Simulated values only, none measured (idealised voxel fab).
This section sets out a process module, namely voxel air gaps.
The figure presents cross-section cut, which has a width of 265 nm and is divided into square cells with an edge length of 5 nm.
A cross-section is a grid of square cells, given in bands from the top down. A band is one or more rows of cells. Within each band entry, the heights of the top and of the bottom of the band appear first, in that order and in nm; the materials of the band then follow from left to right, each with its corresponding width in nm. The designation "edge to edge" on a single material indicates that it fills the band from edge to edge; the designation "empty" indicates empty space. Heights are reckoned from 0. Under this level, the received wafer is all of one material. The bottommost band is open-ended downward, for example "0 nm and below". A two-number width, for instance "30..40", indicates that the width is equal to the first number in the top row of the band and to the second number in the bottom row, and that it changes by a constant amount per row of cells. What does "nothing changed" mean for a step? It means no cell of the cross-section changed in that step. Empty spaces counting at least 8 cells and having no open way to the top are listed in "Sealed-off cavities". The notation width x height at distance is used for each, the distance being from the left edge and all three values in nm. Heads up: the bit after the settings on a step's line is the simulator's remark on that step. overlay nm: right-of-plan distance of the mask on a masked step; negative values mean left-of-plan.

## Process steps foreseen in the plan
1) RECEIVE, material Si
2) CONFORMAL_DEP, material SiO2, thk nm 10
3) CONFORMAL_DEP, material SiCN, thk nm 5
4) DIRECTIONAL_DEP, material lowk, thk nm 40
5) PATTERN, tone open, mask id LINES, material resist, width nm 20, pitch nm 45, thk nm 15, overlay nm 0
6) DIRECTIONAL_ETCH, etch materials lowk, depth nm 40
7) STRIP, etch materials resist
8) CONFORMAL_DEP, material TiN, thk nm 5
9) FILL_DEP, material W, thk nm 5
10) CMP, height nm 55
11) EPI, material Ru, thk nm 10
12) SELECTIVE_ETCH, etch materials lowk, depth nm 50
13) CONFORMAL_DEP, material SiCN, thk nm 5

## The cross-section here shows the wafer as received, i.e. in its state after step 1
	0 nm and below = Si edge to edge
	Sealed-off cavities: none

## One mistake in running the module, otherwise start and plan as above: cross-section at the end
	70 nm to 65 nm = SiCN edge to edge
	65 nm to 55 nm = Ru edge to edge
	55 nm to 20 nm = 50 nm W; 5 nm TiN; 20 nm lowk; 5 nm TiN; 15 nm W; 5 nm TiN; 20 nm lowk; 5 nm TiN; 15 nm W; 5 nm TiN; 20 nm lowk; 5 nm TiN; 15 nm W; 5 nm TiN; 20 nm lowk; 5 nm TiN; 50 nm W
	20 nm to 15 nm = 55 nm TiN; 20 nm lowk; 25 nm TiN; 20 nm lowk; 25 nm TiN; 20 nm lowk; 25 nm TiN; 20 nm lowk; 55 nm TiN
	15 nm to 10 nm = SiCN edge to edge
	10 nm to 0 nm = SiO2 edge to edge
	0 nm and below = Si edge to edge
	Sealed-off cavities: none
Heads up, the wafer didn't run the way we planned it: step 5 was not run as planned; what actually ran was PATTERN, tone cover, mask id LINES, material resist, width nm 20, pitch nm 45, thk nm 15, overlay nm 0
